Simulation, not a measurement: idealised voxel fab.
process module | voxel gate over fins
cross-section cut | 200 nm wide | cells 5 nm
A cross-section is a grid of square cells, given in bands from the top down. A band is one or more rows of cells.
Each band's line starts with the height of the band's top and of its bottom, in nm. Then come its materials from left to right, each with its width in nm. One material with "throughout" fills the band from edge to edge. "air" is empty space.
Height 0 is the level under which the wafer as received is all one material. The lowest band goes on downwards, as in "0 down".
A width such as "30 to 40" changes by the same amount from each row of cells to the next, from the band's top row to its bottom row.
"no change" after a step means that no cell of the cross-section changed.
closed voids: empty space of 8 cells or more with no open way to the top, each as width x height at its distance from the left edge, in nm
after a step's settings: what the simulator itself notes on the step
overlay nm, on a step with a mask: how far to the right of its planned place the mask lay; to the left if negative
plan
1 op RECEIVE | material Si
2 op CONFORMAL_DEP | material SiN | thk nm 10
3 op PATTERN | tone cover | mask id FINS | material resist | width nm 15 | pitch nm 60 | thk nm 15 | overlay nm 0
4 op DIRECTIONAL_ETCH | etch materials SiN | depth nm 10
5 op DIRECTIONAL_ETCH | etch materials Si | depth nm 35
6 op STRIP | etch materials resist
7 op FILL_DEP | material SiO2 | thk nm 5
8 op CMP | height nm 10
9 op DIRECTIONAL_DEP | material aC | thk nm 15
10 op PATTERN | tone open | mask id RAIL | material resist | width nm 15 | thk nm 30 | overlay nm 0
11 op DIRECTIONAL_ETCH | etch materials aC | depth nm 15
12 op STRIP | etch materials resist
13 op DIRECTIONAL_ETCH | etch materials SiO2 | depth nm 40
14 op STRIP | etch materials aC
15 op CONFORMAL_DEP | material TiN | thk nm 5
16 op FILL_DEP | material W | thk nm 5
17 op CMP | height nm 10
18 op SELECTIVE_ETCH | etch materials W Ru TiN | depth nm 30
19 op FILL_DEP | material SiO2 | thk nm 5
20 op CMP | height nm 10
21 op SELECTIVE_ETCH | etch materials SiO2 | depth nm 25
22 op STRIP | etch materials SiN
23 op CONFORMAL_DEP | material HfO2 | thk nm 5
24 op CONFORMAL_DEP | material TiN | thk nm 5
25 op CONFORMAL_DEP | material TiAl | thk nm 5
26 op CONFORMAL_DEP | material TiN | thk nm 5
27 op FILL_DEP | material W | thk nm 15
28 op CMP | height nm 30
29 op CONFORMAL_DEP | material SiCN | thk nm 5
as received, after step 1
  0 down: Si throughout
  closed voids: none
first wafer at the end, as planned
  35 to 30: SiCN throughout
  30 to 20: W throughout
  20 to 15: W 40 | TiN 55 | W 5 | TiN 55 | W 45
  15 to 10: W 40 | TiN 5 | TiAl 45 | TiN 5 | W 5 | TiN 5 | TiAl 45 | TiN 5 | W 45
  10 to 5: W 40 | TiN 5 | TiAl 5 | TiN 35 | TiAl 5 | TiN 5 | W 5 | TiN 5 | TiAl 5 | TiN 35 | TiAl 5 | TiN 5 | W 45
  5 to 0: TiN 45 | TiAl 5 | TiN 5 | HfO2 25 | TiN 5 | TiAl 5 | TiN 15 | TiAl 5 | TiN 5 | HfO2 25 | TiN 5 | TiAl 5 | TiN 50
  0 to -5: TiAl 50 | TiN 5 | HfO2 5 | Si 15 | HfO2 5 | TiN 5 | TiAl 25 | TiN 5 | HfO2 5 | Si 15 | HfO2 5 | TiN 5 | TiAl 55
  -5 to -10: TiN 55 | HfO2 5 | Si 15 | HfO2 5 | TiN 35 | HfO2 5 | Si 15 | HfO2 5 | TiN 60
  -10 to -15: HfO2 60 | Si 15 | HfO2 45 | Si 15 | HfO2 65
  -15 to -20: SiO2 60 | Si 15 | SiO2 45 | Si 15 | SiO2 65
  -20 to -25: SiO2 60 | Si 15 | SiO2 15 | TiN 5 | W 5 | TiN 5 | SiO2 15 | Si 15 | SiO2 65
  -25 to -30: SiO2 60 | Si 15 | SiO2 15 | TiN 15 | SiO2 15 | Si 15 | SiO2 65
  -30 to -35: SiO2 60 | Si 15 | SiO2 45 | Si 15 | SiO2 65
  -35 down: Si throughout
  closed voids: none
second wafer at the end: like start, like plan, one mistake
  35 to 30: SiCN throughout
  30 to 20: W throughout
  20 to 15: W 40 | TiN 55 | W 5 | TiN 55 | W 45
  15 to 10: W 40 | TiN 5 | TiAl 45 | TiN 5 | W 5 | TiN 5 | TiAl 45 | TiN 5 | W 45
  10 to 5: W 40 | TiN 5 | TiAl 5 | TiN 35 | TiAl 5 | TiN 5 | W 5 | TiN 5 | TiAl 5 | TiN 35 | TiAl 5 | TiN 5 | W 45
  5 to 0: TiN 45 | TiAl 5 | TiN 5 | HfO2 25 | TiN 5 | TiAl 5 | TiN 15 | TiAl 5 | TiN 5 | HfO2 25 | TiN 5 | TiAl 5 | TiN 50
  0 to -5: TiAl 50 | TiN 5 | HfO2 5 | Si 15 | HfO2 5 | TiN 5 | TiAl 25 | TiN 5 | HfO2 5 | Si 15 | HfO2 5 | TiN 5 | TiAl 55
  -5 to -10: TiN 55 | HfO2 5 | Si 15 | HfO2 5 | TiN 35 | HfO2 5 | Si 15 | HfO2 5 | TiN 60
  -10 to -15: HfO2 60 | Si 15 | HfO2 45 | Si 15 | HfO2 65
  -15 to -20: SiO2 60 | Si 15 | SiO2 45 | Si 15 | SiO2 65
  -20 to -25: SiO2 60 | Si 15 | SiO2 15 | TiN 5 | W 5 | TiN 5 | SiO2 15 | Si 15 | SiO2 65
  -25 to -30: SiO2 60 | Si 15 | SiO2 15 | TiN 15 | SiO2 15 | Si 15 | SiO2 65
  -30 to -70: SiO2 60 | Si 15 | SiO2 45 | Si 15 | SiO2 65
  -70 down: Si throughout
  closed voids: none
what went wrong: step 5 was run twice
at the end the second wafer has, in cells: 238 fewer of Si | 238 more of SiO2
